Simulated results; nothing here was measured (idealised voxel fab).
A process module follows: voxel air gaps.
Square cells of 5 nm make up the cross-section cut, whose width is 280 nm.
A cross-section is a grid of square cells, given in bands from the top down. A band is one or more rows of cells. It is stipulated that each band's entry specify, in nanometres, the height of the top of the band and then that of its bottom, followed by the materials of the band in left-to-right sequence, each together with its width in nanometres. A single material marked by the word "edge to edge" is understood to fill the band from edge to edge; the word "blank" is understood to denote empty space. Below 0: as-received wafer, all one material; heights counted from there. Lowest band: no bottom, goes on down, written "0 down". Top row gets the first number, bottom row gets the second, and each row in between changes by the same step: that is how a band width like "30..40" works. It should be understood that the words "everything unchanged", when stated for a given step, signify that the cross-section underwent no change in any of its cells during that step. Closed empty spaces (no open way to the top) of 8 cells or more are what "Sealed void list" lists, each as width x height at distance from the left edge, nm for all three. Anything after a step's settings on that line? It's the simulator's own note about the step. overlay nm: right-of-plan distance of the mask on a masked step; negative values mean left-of-plan. Note: before/after cross-section pairs follow, one process step per pair, after-side truncated at the lowest changed band, step and settings given beneath. Different runs of this module on the same starting wafer may supply the pairs; a pair continues the one above only where the "Geometry before processing" entry says so.

GEOMETRY BEFORE PROCESSING
	60 to 50 = 65 of blank; 35 of Ru; 5 of blank; 35 of Ru; 5 of blank; 35 of Ru; 5 of blank; 35 of Ru; 60 of blank
	50 to 25 = 75 of SiO2; 5 of TiN; 5 of Cu; 5 of TiN; 25 of SiO2; 5 of TiN; 5 of Cu; 5 of TiN; 25 of SiO2; 5 of TiN; 5 of Cu; 5 of TiN; 25 of SiO2; 5 of TiN; 5 of Cu; 5 of TiN; 70 of SiO2
	25 to 20 = 75 of SiO2; 15 of TiN; 25 of SiO2; 15 of TiN; 25 of SiO2; 15 of TiN; 25 of SiO2; 15 of TiN; 70 of SiO2
	20 to 15 = SiCN edge to edge
	15 to 0 = SiO2 edge to edge
	0 down = Si edge to edge
	Sealed void list: none

SECTIONAL RESULT
	60 to 50 = 65 of blank; 35 of Ru; 5 of blank; 35 of Ru; 5 of blank; 35 of Ru; 5 of blank; 35 of Ru; 60 of blank
	50 to 25 = 75 of blank; 5 of TiN; 5 of Cu; 5 of TiN; 25 of blank; 5 of TiN; 5 of Cu; 5 of TiN; 25 of blank; 5 of TiN; 5 of Cu; 5 of TiN; 25 of blank; 5 of TiN; 5 of Cu; 5 of TiN; 70 of blank
	25 to 20 = 75 of blank; 15 of TiN; 25 of blank; 15 of TiN; 25 of blank; 15 of TiN; 25 of blank; 15 of TiN; 70 of blank
	Everything under 20 stays put, no change at all.
	Sealed void list: none
Process step (between the before and after cross-sections above): SELECTIVE_ETCH, etch materials SiO2, depth nm 40

Geometry before processing: The pre-step condition corresponds to the post-step cross-section depicted in the pair directly above.

SECTIONAL RESULT
	65 to 60 = 60 of blank; 165 of SiCN; 55 of blank
	60 to 50 = 60 of blank; 5 of SiCN; 35 of Ru; 5 of SiCN; 35 of Ru; 5 of SiCN; 35 of Ru; 5 of SiCN; 35 of Ru; 5 of SiCN; 55 of blank
	50 to 45 = 60 of blank; 15 of SiCN; 5 of TiN; 5 of Cu; 5 of TiN; 25 of SiCN; 5 of TiN; 5 of Cu; 5 of TiN; 25 of SiCN; 5 of TiN; 5 of Cu; 5 of TiN; 25 of SiCN; 5 of TiN; 5 of Cu; 5 of TiN; 15 of SiCN; 55 of blank
	45 to 25 = 70 of blank; 5 of SiCN; 5 of TiN; 5 of Cu; 5 of TiN; 5 of SiCN; 15 of blank; 5 of SiCN; 5 of TiN; 5 of Cu; 5 of TiN; 5 of SiCN; 15 of blank; 5 of SiCN; 5 of TiN; 5 of Cu; 5 of TiN; 5 of SiCN; 15 of blank; 5 of SiCN; 5 of TiN; 5 of Cu; 5 of TiN; 5 of SiCN; 65 of blank
	25 to 20 = 75 of SiCN; 15 of TiN; 25 of SiCN; 15 of TiN; 25 of SiCN; 15 of TiN; 25 of SiCN; 15 of TiN; 70 of SiCN
	Everything under 20 stays put, no change at all.
	Sealed void list: 15 x 20 at 95; 15 x 20 at 135; 15 x 20 at 175
Process step (between the before and after cross-sections above): CONFORMAL_DEP, material SiCN, thk nm 5

GEOMETRY BEFORE PROCESSING
	0 down = Si edge to edge
	Sealed void list: none

SECTIONAL RESULT
	15 to 0 = Ru edge to edge
	Everything under 0 stays put, no change at all.
	Sealed void list: none
Process step (between the before and after cross-sections above): CONFORMAL_DEP, material Ru, thk nm 15

Geometry before processing: The pre-step condition corresponds to the post-step cross-section depicted in the pair directly above.

SECTIONAL RESULT
	20 to 15 = SiCN edge to edge
	Everything under 15 stays put, no change at all.
	Sealed void list: none
Process step (between the before and after cross-sections above): CONFORMAL_DEP, material SiCN, thk nm 5

Geometry before processing: The pre-step condition corresponds to the post-step cross-section depicted in the pair directly above.

SECTIONAL RESULT
	50 to 20 = SiO2 edge to edge
	Everything under 20 stays put, no change at all.
	Sealed void list: none
Process step (between the before and after cross-sections above): DIRECTIONAL_DEP, material SiO2, thk nm 30

Geometry before processing: The pre-step condition corresponds to the post-step cross-section depicted in the pair directly above.

SECTIONAL RESULT
	60 to 50 = aC edge to edge
	Everything under 50 stays put, no change at all.
	Sealed void list: none
Process step (between the before and after cross-sections above): DIRECTIONAL_DEP, material aC, thk nm 10

Geometry before processing: The pre-step condition corresponds to the post-step cross-section depicted in the pair directly above.

SECTIONAL RESULT
	90 to 60 = 70 of resist; 15 of blank; 25 of resist; 15 of blank; 25 of resist; 15 of blank; 25 of resist; 15 of blank; 75 of resist
	Everything under 60 stays put, no change at all.
	Sealed void list: none
Process step (between the before and after cross-sections above): PATTERN, tone open, mask id LINES, material resist, width nm 15, pitch nm 40, thk nm 30, overlay nm 0

Geometry before processing: The pre-step condition corresponds to the post-step cross-section depicted in the pair directly above.

SECTIONAL RESULT
	80 to 60 = 70 of resist; 15 of blank; 25 of resist; 15 of blank; 25 of resist; 15 of blank; 25 of resist; 15 of blank; 75 of resist
	60 to 50 = 70 of aC; 15 of blank; 25 of aC; 15 of blank; 25 of aC; 15 of blank; 25 of aC; 15 of blank; 75 of aC
	Everything under 50 stays put, no change at all.
	Sealed void list: none
Process step (between the before and after cross-sections above): DIRECTIONAL_ETCH, etch materials aC, depth nm 10

Geometry before processing: The pre-step condition corresponds to the post-step cross-section depicted in the pair directly above.

SECTIONAL RESULT
	60 to 50 = 70 of aC; 15 of blank; 25 of aC; 15 of blank; 25 of aC; 15 of blank; 25 of aC; 15 of blank; 75 of aC
	Everything under 50 stays put, no change at all.
	Sealed void list: none
Process step (between the before and after cross-sections above): STRIP, etch materials resist

Geometry before processing: The pre-step condition corresponds to the post-step cross-section depicted in the pair directly above.

SECTIONAL RESULT
	60 to 50 = 70 of aC; 15 of blank; 25 of aC; 15 of blank; 25 of aC; 15 of blank; 25 of aC; 15 of blank; 75 of aC
	50 to 20 = 70 of SiO2; 15 of blank; 25 of SiO2; 15 of blank; 25 of SiO2; 15 of blank; 25 of SiO2; 15 of blank; 75 of SiO2
	Everything under 20 stays put, no change at all.
	Sealed void list: none
Process step (between the before and after cross-sections above): DIRECTIONAL_ETCH, etch materials SiO2, depth nm 30

Geometry before processing: The pre-step condition corresponds to the post-step cross-section depicted in the pair directly above.

SECTIONAL RESULT
	50 to 20 = 70 of SiO2; 15 of blank; 25 of SiO2; 15 of blank; 25 of SiO2; 15 of blank; 25 of SiO2; 15 of blank; 75 of SiO2
	Everything under 20 stays put, no change at all.
	Sealed void list: none
Process step (between the before and after cross-sections above): STRIP, etch materials aC

Geometry before processing: The pre-step condition corresponds to the post-step cross-section depicted in the pair directly above.

SECTIONAL RESULT
	55 to 50 = 75 of TiN; 5 of blank; 35 of TiN; 5 of blank; 35 of TiN; 5 of blank; 35 of TiN; 5 of blank; 80 of TiN
	50 to 25 = 70 of SiO2; 5 of TiN; 5 of blank; 5 of TiN; 25 of SiO2; 5 of TiN; 5 of blank; 5 of TiN; 25 of SiO2; 5 of TiN; 5 of blank; 5 of TiN; 25 of SiO2; 5 of TiN; 5 of blank; 5 of TiN; 75 of SiO2
	25 to 20 = 70 of SiO2; 15 of TiN; 25 of SiO2; 15 of TiN; 25 of SiO2; 15 of TiN; 25 of SiO2; 15 of TiN; 75 of SiO2
	Everything under 20 stays put, no change at all.
	Sealed void list: none
Process step (between the before and after cross-sections above): CONFORMAL_DEP, material TiN, thk nm 5

Geometry before processing: The pre-step condition corresponds to the post-step cross-section depicted in the pair directly above.

SECTIONAL RESULT
	60 to 55 = Cu edge to edge
	55 to 50 = 75 of TiN; 5 of Cu; 35 of TiN; 5 of Cu; 35 of TiN; 5 of Cu; 35 of TiN; 5 of Cu; 80 of TiN
	50 to 25 = 70 of SiO2; 5 of TiN; 5 of Cu; 5 of TiN; 25 of SiO2; 5 of TiN; 5 of Cu; 5 of TiN; 25 of SiO2; 5 of TiN; 5 of Cu; 5 of TiN; 25 of SiO2; 5 of TiN; 5 of Cu; 5 of TiN; 75 of SiO2
	Everything under 25 stays put, no change at all.
	Sealed void list: none
Process step (between the before and after cross-sections above): FILL_DEP, material Cu, thk nm 5

Geometry before processing: The pre-step condition corresponds to the post-step cross-section depicted in the pair directly above.

SECTIONAL RESULT
	50 to 25 = 70 of SiO2; 5 of TiN; 5 of Cu; 5 of TiN; 25 of SiO2; 5 of TiN; 5 of Cu; 5 of TiN; 25 of SiO2; 5 of TiN; 5 of Cu; 5 of TiN; 25 of SiO2; 5 of TiN; 5 of Cu; 5 of TiN; 75 of SiO2
	Everything under 25 stays put, no change at all.
	Sealed void list: none
Process step (between the before and after cross-sections above): CMP, height nm 50

Geometry before processing: The pre-step condition corresponds to the post-step cross-section depicted in the pair directly above.

SECTIONAL RESULT
	60 to 50 = 60 of blank; 35 of Ru; 5 of blank; 35 of Ru; 5 of blank; 35 of Ru; 5 of blank; 35 of Ru; 65 of blank
	Everything under 50 stays put, no change at all.
	Sealed void list: none
Process step (between the before and after cross-sections above): EPI, material Ru, thk nm 10

Geometry before processing: The pre-step condition corresponds to the post-step cross-section depicted in the pair directly above.

SECTIONAL RESULT
	60 to 50 = 60 of blank; 35 of Ru; 5 of blank; 35 of Ru; 5 of blank; 35 of Ru; 5 of blank; 35 of Ru; 65 of blank
	50 to 25 = 70 of blank; 5 of TiN; 5 of Cu; 5 of TiN; 25 of blank; 5 of TiN; 5 of Cu; 5 of TiN; 25 of blank; 5 of TiN; 5 of Cu; 5 of TiN; 25 of blank; 5 of TiN; 5 of Cu; 5 of TiN; 75 of blank
	25 to 20 = 70 of blank; 15 of TiN; 25 of blank; 15 of TiN; 25 of blank; 15 of TiN; 25 of blank; 15 of TiN; 75 of blank
	Everything under 20 stays put, no change at all.
	Sealed void list: none
Process step (between the before and after cross-sections above): SELECTIVE_ETCH, etch materials SiO2, depth nm 40

Geometry before processing: The pre-step condition corresponds to the post-step cross-section depicted in the pair directly above.

SECTIONAL RESULT
	65 to 60 = 55 of blank; 165 of SiCN; 60 of blank
	60 to 50 = 55 of blank; 5 of SiCN; 35 of Ru; 5 of SiCN; 35 of Ru; 5 of SiCN; 35 of Ru; 5 of SiCN; 35 of Ru; 5 of SiCN; 60 of blank
	50 to 45 = 55 of blank; 15 of SiCN; 5 of TiN; 5 of Cu; 5 of TiN; 25 of SiCN; 5 of TiN; 5 of Cu; 5 of TiN; 25 of SiCN; 5 of TiN; 5 of Cu; 5 of TiN; 25 of SiCN; 5 of TiN; 5 of Cu; 5 of TiN; 15 of SiCN; 60 of blank
	45 to 25 = 65 of blank; 5 of SiCN; 5 of TiN; 5 of Cu; 5 of TiN; 5 of SiCN; 15 of blank; 5 of SiCN; 5 of TiN; 5 of Cu; 5 of TiN; 5 of SiCN; 15 of blank; 5 of SiCN; 5 of TiN; 5 of Cu; 5 of TiN; 5 of SiCN; 15 of blank; 5 of SiCN; 5 of TiN; 5 of Cu; 5 of TiN; 5 of SiCN; 70 of blank
	25 to 20 = 70 of SiCN; 15 of TiN; 25 of SiCN; 15 of TiN; 25 of SiCN; 15 of TiN; 25 of SiCN; 15 of TiN; 75 of SiCN
	Everything under 20 stays put, no change at all.
	Sealed void list: 15 x 20 at 90; 15 x 20 at 130; 15 x 20 at 170
Process step (between the before and after cross-sections above): CONFORMAL_DEP, material SiCN, thk nm 5

GEOMETRY BEFORE PROCESSING
	60 to 50 = aC edge to edge
	50 to 20 = SiO2 edge to edge
	20 to 15 = SiCN edge to edge
	15 to 0 = SiO2 edge to edge
	0 down = Si edge to edge
	Sealed void list: none

SECTIONAL RESULT
	90 to 60 = 70 of blank; 15 of resist; 25 of blank; 15 of resist; 25 of blank; 15 of resist; 25 of blank; 15 of resist; 75 of blank
	Everything under 60 stays put, no change at all.
	Sealed void list: none
Process step (between the before and after cross-sections above): PATTERN, tone cover, mask id LINES, material resist, width nm 15, pitch nm 40, thk nm 30, overlay nm 0

Geometry before processing: The pre-step condition corresponds to the post-step cross-section depicted in the pair directly above.

SECTIONAL RESULT
	80 to 60 = 70 of blank; 15 of resist; 25 of blank; 15 of resist; 25 of blank; 15 of resist; 25 of blank; 15 of resist; 75 of blank
	60 to 50 = 70 of blank; 15 of aC; 25 of blank; 15 of aC; 25 of blank; 15 of aC; 25 of blank; 15 of aC; 75 of blank
	Everything under 50 stays put, no change at all.
	Sealed void list: none
Process step (between the before and after cross-sections above): DIRECTIONAL_ETCH, etch materials aC, depth nm 10

Geometry before processing: The pre-step condition corresponds to the post-step cross-section depicted in the pair directly above.

SECTIONAL RESULT
	60 to 50 = 70 of blank; 15 of aC; 25 of blank; 15 of aC; 25 of blank; 15 of aC; 25 of blank; 15 of aC; 75 of blank
	Everything under 50 stays put, no change at all.
	Sealed void list: none
Process step (between the before and after cross-sections above): STRIP, etch materials resist

Geometry before processing: The pre-step condition corresponds to the post-step cross-section depicted in the pair directly above.

SECTIONAL RESULT
	60 to 50 = 70 of blank; 15 of aC; 25 of blank; 15 of aC; 25 of blank; 15 of aC; 25 of blank; 15 of aC; 75 of blank
	50 to 20 = 70 of blank; 15 of SiO2; 25 of blank; 15 of SiO2; 25 of blank; 15 of SiO2; 25 of blank; 15 of SiO2; 75 of blank
	Everything under 20 stays put, no change at all.
	Sealed void list: none
Process step (between the before and after cross-sections above): DIRECTIONAL_ETCH, etch materials SiO2, depth nm 30

Geometry before processing: The pre-step condition corresponds to the post-step cross-section depicted in the pair directly above.

SECTIONAL RESULT
	50 to 20 = 70 of blank; 15 of SiO2; 25 of blank; 15 of SiO2; 25 of blank; 15 of SiO2; 25 of blank; 15 of SiO2; 75 of blank
	Everything under 20 stays put, no change at all.
	Sealed void list: none
Process step (between the before and after cross-sections above): STRIP, etch materials aC

Geometry before processing: The pre-step condition corresponds to the post-step cross-section depicted in the pair directly above.

SECTIONAL RESULT
	55 to 50 = 65 of blank; 25 of TiN; 15 of blank; 25 of TiN; 15 of blank; 25 of TiN; 15 of blank; 25 of TiN; 70 of blank
	50 to 25 = 65 of blank; 5 of TiN; 15 of SiO2; 5 of TiN; 15 of blank; 5 of TiN; 15 of SiO2; 5 of TiN; 15 of blank; 5 of TiN; 15 of SiO2; 5 of TiN; 15 of blank; 5 of TiN; 15 of SiO2; 5 of TiN; 70 of blank
	25 to 20 = 70 of TiN; 15 of SiO2; 25 of TiN; 15 of SiO2; 25 of TiN; 15 of SiO2; 25 of TiN; 15 of SiO2; 75 of TiN
	Everything under 20 stays put, no change at all.
	Sealed void list: none
Process step (between the before and after cross-sections above): CONFORMAL_DEP, material TiN, thk nm 5

Geometry before processing: The pre-step condition corresponds to the post-step cross-section depicted in the pair directly above.

SECTIONAL RESULT
	60 to 55 = Cu edge to edge
	55 to 50 = 65 of Cu; 25 of TiN; 15 of Cu; 25 of TiN; 15 of Cu; 25 of TiN; 15 of Cu; 25 of TiN; 70 of Cu
	50 to 25 = 65 of Cu; 5 of TiN; 15 of SiO2; 5 of TiN; 15 of Cu; 5 of TiN; 15 of SiO2; 5 of TiN; 15 of Cu; 5 of TiN; 15 of SiO2; 5 of TiN; 15 of Cu; 5 of TiN; 15 of SiO2; 5 of TiN; 70 of Cu
	Everything under 25 stays put, no change at all.
	Sealed void list: none
Process step (between the before and after cross-sections above): FILL_DEP, material Cu, thk nm 5

Geometry before processing: The pre-step condition corresponds to the post-step cross-section depicted in the pair directly above.

SECTIONAL RESULT
	50 to 25 = 65 of Cu; 5 of TiN; 15 of SiO2; 5 of TiN; 15 of Cu; 5 of TiN; 15 of SiO2; 5 of TiN; 15 of Cu; 5 of TiN; 15 of SiO2; 5 of TiN; 15 of Cu; 5 of TiN; 15 of SiO2; 5 of TiN; 70 of Cu
	Everything under 25 stays put, no change at all.
	Sealed void list: none
Process step (between the before and after cross-sections above): CMP, height nm 50

Geometry before processing: The pre-step condition corresponds to the post-step cross-section depicted in the pair directly above.

SECTIONAL RESULT
	60 to 50 = Ru edge to edge
	Everything under 50 stays put, no change at all.
	Sealed void list: none
Process step (between the before and after cross-sections above): EPI, material Ru, thk nm 10

Geometry before processing: The pre-step condition corresponds to the post-step cross-section depicted in the pair directly above.

SECTIONAL RESULT
	65 to 60 = SiCN edge to edge
	Everything under 60 stays put, no change at all.
	Sealed void list: none
Process step (between the before and after cross-sections above): CONFORMAL_DEP, material SiCN, thk nm 5
